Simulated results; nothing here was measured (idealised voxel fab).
Module name: voxel capacitor over wiring (process module)
For reference, the cross-section in this document is cut, with width 180 nm and square cells of 5 nm.
Cross-section, as written here: a square-cell grid given band by band from the top down, where a band holds one or more rows of cells.
Read a band's entry like this: the first values are the height of its top and the height of its bottom in nm, and what follows is the sequence of materials from left to right, each with its width in nm. Note that "empty" is empty space, and that a single material marked "edge to edge" reaches across the band from edge to edge.
Heights are reckoned from 0. Under this level, the received wafer is all of one material. The bottommost band is open-ended downward, for example "from 0 down".
A two-number width, for instance "30..40", indicates that the width is equal to the first number in the top row of the band and to the second number in the bottom row, and that it changes by a constant amount per row of cells.
The cross-section has no changed cell in any step marked "no change occurred".
The entry titled "Enclosed void inventory" provides the empty spaces that have no open way to the top, restricted to those of 8 cells or more. Each is presented as width x height at distance, the distance being measured from the left edge, with all three in nm.
Note: text after step settings on the step line = simulator remark on that step.
overlay nm: where the mask lay relative to plan, measured to the right, on steps with a mask; negatives go left.
**Process steps (planned)**
1,RECEIVE | material Si
2,CONFORMAL_DEP | material SiO2 | thk nm 15
3,CONFORMAL_DEP | material SiCN | thk nm 5
4,DIRECTIONAL_DEP | material SiO2 | thk nm 25
5,MASKED_ETCH | tone open | mask id METAL_1 | width nm 25 | pitch nm 75 | etch materials SiO2 | depth nm 15 | overlay nm 0
6,MASKED_ETCH | tone open | mask id METAL_1 | width nm 25 | pitch nm 75 | etch materials SiCN | depth nm 5 | overlay nm 0
7,CONFORMAL_DEP | material TiN | thk nm 5
8,FILL_DEP | material W | thk nm 10
9,CMP | height nm 45
10,CONFORMAL_DEP | material SiCN | thk nm 5
11,DIRECTIONAL_DEP | material SiO2 | thk nm 20
12,MASKED_ETCH | tone open | mask id PLUG_1 | width nm 15 | etch materials SiO2 | depth nm 20 | overlay nm 0
13,MASKED_ETCH | tone open | mask id PLUG_1 | width nm 15 | etch materials SiCN | depth nm 5 | overlay nm 0
14,EPI | material Ru | thk nm 10
15,EPI | material Ru | thk nm 10
16,EPI | material Ru | thk nm 5
17,DIRECTIONAL_DEP | material TiN | thk nm 10
18,DIRECTIONAL_DEP | material SiN | thk nm 5
19,DIRECTIONAL_DEP | material TiN | thk nm 10
20,MASKED_ETCH | tone cover | mask id UPPER_PLATE | width nm 55 | etch materials TiN | depth nm 10 | overlay nm 0
21,MASKED_ETCH | tone cover | mask id UPPER_PLATE | width nm 55 | etch materials SiN | depth nm 5 | overlay nm 0
22,PATTERN | tone cover | mask id LOWER_PLATE | material resist | width nm 65 | thk nm 20 | overlay nm 0
23,DIRECTIONAL_ETCH | etch materials TiN | depth nm 10
24,STRIP | etch materials resist
25,FILL_DEP | material SiO2 | thk nm 15
26,CMP | height nm 105
27,MASKED_ETCH | tone open | mask id PLUG_2 | width nm 15 | etch materials SiO2 | depth nm 10 | overlay nm 0
28,CONFORMAL_DEP | material TiN | thk nm 5
29,FILL_DEP | material Cu | thk nm 10
30,CMP | height nm 105
31,CONFORMAL_DEP | material SiN | thk nm 5
Same starting wafers, different depth nm at step 5. Plan value belongs to the first wafer.
**Cross-section of the first of several wafers on receipt, reflecting completion of step 1**
* from 0 down  Si edge to edge
* Enclosed void inventory: none
**wafer rows; end of module; cells per material since receipt: (+) gained, (-) lost; then closed voids**
depth nm 15, +1 Cu, +15 Ru, +69 SiCN, +47 SiN, +577 SiO2, +71 TiN, +12 W, Enclosed void inventory: none
depth nm 20, +1 Cu, +15 Ru, +69 SiCN, +47 SiN, +567 SiO2, +75 TiN, +18 W, Enclosed void inventory: none
depth nm 25, +1 Cu, +15 Ru, +59 SiCN, +47 SiN, +557 SiO2, +83 TiN, +30 W, Enclosed void inventory: none
depth nm 30, +1 Cu, +15 Ru, +59 SiCN, +47 SiN, +557 SiO2, +83 TiN, +30 W, Enclosed void inventory: none
depth nm 35, +1 Cu, +15 Ru, +59 SiCN, +47 SiN, +557 SiO2, +83 TiN, +30 W, Enclosed void inventory: none
depth nm 40, +1 Cu, +15 Ru, +59 SiCN, +47 SiN, +557 SiO2, +83 TiN, +30 W, Enclosed void inventory: none
